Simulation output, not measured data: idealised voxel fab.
Process module, titled voxel ribs on slabs
235 nm wide, 5 nm square cells: that's cross-section cut.
Cross-section format: a grid of square cells, given as bands from top to bottom; each band is one or more rows of cells.
A band entry consists of two parts. The first gives the height of the band's top and the height of its bottom, in nm. The rest lists the band's materials from left to right, each with its width in nm. A single material labelled with the word "edge to edge" fills the band from edge to edge, and the word "air" marks empty space.
Measure heights from 0. That's the level where, below it, the as-received wafer is all one material. The lowest band is bottomless and extends downward; write it as in "0 down".
A two-number width, for instance "30->40", indicates that the width is equal to the first number in the top row of the band and to the second number in the bottom row, and that it changes by a constant amount per row of cells.
A step reported as "no alteration" is a step in which no cell of the cross-section changed.
Each empty space that has no open way to the top and spans at least 8 cells appears under "Completely sealed voids" as width x height at distance, the distance counted from the left edge, all in nm.
That trailing text on a step's line, after the settings, is the simulator's own remark on the step.
Steps that use a mask can have "overlay nm" on their line. It says how far the mask sat to the right of where it was meant to be. Negative means to the left.
Structure of the following material. The material consists of pairs of cross-sections. Each pair comprises the cross-section before one process step and the cross-section after that step, the latter shown only down to the lowest band that changed. The step between the cross-sections is specified beneath each pair, including its settings. Pairs are not necessarily consecutive: they may derive from different runs of this module performed on the same starting wafer. Continuity with the pair above is to be assumed only where the entry headed "Pre-processing view" of the pair in question states it.

Pre-processing view
    75 to 70 = W edge to edge
    70 to 50 = SiO2 edge to edge
    50 to 40 = 105 nm SiO2 / 25 nm polySi / 105 nm SiO2
    40 to 25 = 75 nm SiO2 / 65 nm polySi / 95 nm SiO2
    25 to 0 = SiO2 edge to edge
    0 down = Si edge to edge
    Completely sealed voids: none

Cross-Section Thereafter
    90 to 75 = 100 nm air / 35 nm resist / 100 nm air
    At heights below 75, the structure remains unaltered.
    Completely sealed voids: none
So what happens between those two cross-sections up there? PATTERN, tone cover, mask id HEATER, material resist, width nm 35, thk nm 15, overlay nm 0

Pre-processing view: carried over from the after image of the pair right above.

Cross-Section Thereafter
    90 to 75 = 100 nm air / 35 nm resist / 100 nm air
    75 to 70 = 100 nm air / 35 nm W / 100 nm air
    At heights below 70, the structure remains unaltered.
    Completely sealed voids: none
So what happens between those two cross-sections up there? DIRECTIONAL_ETCH, etch materials W, depth nm 5

Pre-processing view: carried over from the after image of the pair right above.

Cross-Section Thereafter
    75 to 70 = 100 nm air / 35 nm W / 100 nm air
    At heights below 70, the structure remains unaltered.
    Completely sealed voids: none
So what happens between those two cross-sections up there? STRIP, etch materials resist

Pre-processing view: carried over from the after image of the pair right above.

Cross-Section Thereafter
    80 to 75 = 95 nm air / 45 nm SiN / 95 nm air
    75 to 70 = 100 nm SiN / 35 nm W / 100 nm SiN
    At heights below 70, the structure remains unaltered.
    Completely sealed voids: none
So what happens between those two cross-sections up there? CONFORMAL_DEP, material SiN, thk nm 5

Pre-processing view
    70 to 50 = SiO2 edge to edge
    50 to 40 = 105 nm SiO2 / 25 nm polySi / 105 nm SiO2
    40 to 25 = 85 nm SiO2 / 65 nm polySi / 85 nm SiO2
    25 to 0 = SiO2 edge to edge
    0 down = Si edge to edge
    Completely sealed voids: none

Cross-Section Thereafter
    75 to 50 = SiO2 edge to edge
    At heights below 50, the structure remains unaltered.
    Completely sealed voids: none
So what happens between those two cross-sections up there? DIRECTIONAL_DEP, material SiO2, thk nm 5

Pre-processing view: carried over from the after image of the pair right above.

Cross-Section Thereafter
    90 to 75 = 100 nm air / 35 nm resist / 100 nm air
    At heights below 75, the structure remains unaltered.
    Completely sealed voids: none
So what happens between those two cross-sections up there? PATTERN, tone cover, mask id HEATER, material resist, width nm 35, thk nm 15, overlay nm 0

Pre-processing view: carried over from the after image of the pair right above.

Cross-Section Thereafter
    75 to 50 = SiO2 edge to edge
    At heights below 50, the structure remains unaltered.
    Completely sealed voids: none
So what happens between those two cross-sections up there? STRIP, etch materials resist

Pre-processing view: carried over from the after image of the pair right above.

Cross-Section Thereafter
    80 to 75 = SiN edge to edge
    At heights below 75, the structure remains unaltered.
    Completely sealed voids: none
So what happens between those two cross-sections up there? CONFORMAL_DEP, material SiN, thk nm 5

Pre-processing view
    75 to 70 = W edge to edge
    70 to 50 = SiO2 edge to edge
    50 to 40 = 105 nm SiO2 / 25 nm polySi / 105 nm SiO2
    40 to 25 = 85 nm SiO2 / 65 nm polySi / 85 nm SiO2
    25 to 0 = SiO2 edge to edge
    0 down = Si edge to edge
    Completely sealed voids: none

Cross-Section Thereafter
    90 to 75 = 100 nm resist / 35 nm air / 100 nm resist
    At heights below 75, the structure remains unaltered.
    Completely sealed voids: none
So what happens between those two cross-sections up there? PATTERN, tone open, mask id HEATER, material resist, width nm 35, thk nm 15, overlay nm 0

Pre-processing view: carried over from the after image of the pair right above.

Cross-Section Thereafter
    90 to 75 = 100 nm resist / 35 nm air / 100 nm resist
    75 to 70 = 100 nm W / 35 nm air / 100 nm W
    At heights below 70, the structure remains unaltered.
    Completely sealed voids: none
So what happens between those two cross-sections up there? DIRECTIONAL_ETCH, etch materials W, depth nm 5

Pre-processing view: carried over from the after image of the pair right above.

Cross-Section Thereafter
    75 to 70 = 100 nm W / 35 nm air / 100 nm W
    At heights below 70, the structure remains unaltered.
    Completely sealed voids: none
So what happens between those two cross-sections up there? STRIP, etch materials resist

Pre-processing view: carried over from the after image of the pair right above.

Cross-Section Thereafter
    80 to 75 = 105 nm SiN / 25 nm air / 105 nm SiN
    75 to 70 = 100 nm W / 35 nm SiN / 100 nm W
    At heights below 70, the structure remains unaltered.
    Completely sealed voids: none
So what happens between those two cross-sections up there? CONFORMAL_DEP, material SiN, thk nm 5
